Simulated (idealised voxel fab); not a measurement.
Process module heading - voxel gate over fins
The width of the displayed cross-section, cut, is 215 nm; its cells are square, with a size of 5 nm.
Just so we're on the same page, the cross-sections are grids of square cells, and they're listed out in bands top to bottom, each band one or more rows deep. Band entry format. Leading values: height of top, height of bottom, nm. Remainder: materials in left-to-right order, each with its width in nm. Special words: "edge to edge" on a single material, which then fills the band edge to edge; "blank", empty space. Heights are reckoned from 0. Under this level, the received wafer is all of one material. The bottommost band is open-ended downward, for example "0 nm and below". Quick explanation for "30..40": the width changes in equal steps down the rows of cells, from the first number in the band's top row to the second number in its bottom row. Take "nothing changed" at face value: in the step it is given for, the cross-section changed in none of its cells. Enclosed voids (no open way to top), threshold 8 cells or more, entry "Unvented cavities", notation width x height at distance, distance from left edge, nm. Note: text after step settings on the step line = simulator remark on that step. overlay nm, on a step with a mask: how far to the right of its planned place the mask lay; to the left if negative.

Planned process steps
- 1: RECEIVE with material Si
- 2: CONFORMAL_DEP with material SiN, thk nm 10
- 3: DIRECTIONAL_DEP with material aC, thk nm 15
- 4: PATTERN with tone cover, mask id FINS, material resist, width nm 15, pitch nm 40, thk nm 30, overlay nm 0
- 5: DIRECTIONAL_ETCH with etch materials aC, depth nm 15
- 6: STRIP with etch materials resist
- 7: DIRECTIONAL_ETCH with etch materials SiN, depth nm 10
- 8: DIRECTIONAL_ETCH with etch materials Si, depth nm 40
- 9: STRIP with etch materials aC
- 10: FILL_DEP with material SiO2, thk nm 5
- 11: CMP with height nm 10
- 12: SELECTIVE_ETCH with etch materials SiO2, depth nm 25
- 13: STRIP with etch materials SiN
- 14: CONFORMAL_DEP with material HfO2, thk nm 5
- 15: CONFORMAL_DEP with material TiN, thk nm 5
- 16: CONFORMAL_DEP with material TiAl, thk nm 5
- 17: CONFORMAL_DEP with material TiN, thk nm 5
- 18: FILL_DEP with material W, thk nm 15
- 19: CMP with height nm 30
- 20: CONFORMAL_DEP with material SiCN, thk nm 10

Cross-section: wafer on arrival = after step 1
* 0 nm and below: Si edge to edge
* Unvented cavities: none

Result of the module, cross-sectioned: start per above, plan per above, one error in how it was run
* 40 nm to 30 nm: SiCN edge to edge
* 30 nm to 20 nm: W edge to edge
* 20 nm to 15 nm: TiN edge to edge
* 15 nm to 10 nm: TiAl edge to edge
* 10 nm to 5 nm: TiN edge to edge
* 5 nm to 0 nm: 65 HfO2; 5 TiN; 35 HfO2; 5 TiN; 35 HfO2; 5 TiN; 65 HfO2
* 0 nm to -10 nm: 60 Si; 5 HfO2; 5 TiN; 5 HfO2; 25 Si; 5 HfO2; 5 TiN; 5 HfO2; 25 Si; 5 HfO2; 5 TiN; 5 HfO2; 60 Si
* -10 nm to -15 nm: 60 Si; 15 HfO2; 25 Si; 15 HfO2; 25 Si; 15 HfO2; 60 Si
* -15 nm to -40 nm: 60 Si; 15 SiO2; 25 Si; 15 SiO2; 25 Si; 15 SiO2; 60 Si
* -40 nm and below: Si edge to edge
* Unvented cavities: none
Want to know what went wrong? step 4 was not run as planned; what actually ran was PATTERN with tone open, mask id FINS, material resist, width nm 15, pitch nm 40, thk nm 30, overlay nm 0
